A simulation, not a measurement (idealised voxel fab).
A process module follows: voxel double patterning.
We display cut, a cross-section 220 nm in width whose square cells are each 5 nm.
Cross-section layout: square cells on a grid; listed as bands, top to bottom; a band spans one or more cell rows.
The band entry comprises the height of the band's top followed by the height of its bottom, expressed in nm, and subsequently the band's materials from left to right, each stated together with its width in nm. Where a single material is marked with the word "everywhere", that material fills the band from edge to edge. The word "blank" represents empty space.
Heads up on the height convention: 0 is the point under which the incoming wafer is all one material, and the lowest band has no bottom, it just keeps going down, like "0 -> down".
A two-number width, for instance "30..40", indicates that the width is equal to the first number in the top row of the band and to the second number in the bottom row, and that it changes by a constant amount per row of cells.
It should be understood that the words "remained the same", when stated for a given step, signify that the cross-section underwent no change in any of its cells during that step.
"Enclosed cavities" means: voids of 8 cells or more that are shut off from the top with no open way through. Written width x height at distance, distance from the left edge, in nm.
Where a step's line continues beyond its settings, the continuation is a remark by the simulator itself on that step.
Each step line may optionally specify "overlay nm", which for a step with a mask gives the rightward distance between the mask's planned place and where it lay, a negative value indicating the leftward direction.
**Set out below are the planned steps of the process**
1. RECEIVE: material Si
2. CONFORMAL_DEP: material SiO2, thk nm 5
3. DIRECTIONAL_DEP: material TiN, thk nm 10
4. DIRECTIONAL_DEP: material SiCN, thk nm 5
5. DIRECTIONAL_DEP: material aC, thk nm 10
6. PATTERN: tone open, mask id FIRST, material resist, width nm 15, pitch nm 50, thk nm 25, overlay nm 0
7. DIRECTIONAL_ETCH: etch materials aC, depth nm 10
8. STRIP: etch materials resist
9. DIRECTIONAL_ETCH: etch materials SiCN, depth nm 5
10. STRIP: etch materials aC
11. MASKED_ETCH: tone open, mask id SECOND, width nm 15, pitch nm 50, etch materials SiCN, depth nm 5, overlay nm 0
12. DIRECTIONAL_ETCH: etch materials TiN, depth nm 10
13. STRIP: etch materials SiCN
**Here's what the wafer looked like in cross-section when it arrived - that's after step 1**
* 0 -> down = Si everywhere
* Enclosed cavities: none
**Cross-sectional view of the first of the two wafers upon completion of the module, processed in accordance with the plan**
* 15 -> 5 = TiN=50, blank=15, TiN=10, blank=15, TiN=10, blank=15, TiN=10, blank=15, TiN=10, blank=15, TiN=55
* 5 -> 0 = SiO2 everywhere
* 0 -> down = Si everywhere
* Enclosed cavities: none
**Wafer two, end of module, cross-section. Same start, same plan as wafer one. One mistake in the run**
* 10 -> 5 = TiN=50, blank=15, TiN=10, blank=15, TiN=10, blank=15, TiN=10, blank=15, TiN=10, blank=15, TiN=55
* 5 -> 0 = SiO2 everywhere
* 0 -> down = Si everywhere
* Enclosed cavities: none
Here's what went sideways: step 3 was run on a setting that differed from the plan, and what really ran there is DIRECTIONAL_DEP: material TiN, thk nm 5
Per the end-of-run cell counts, the second wafer holds more or fewer of some materials than the first: TiN -29
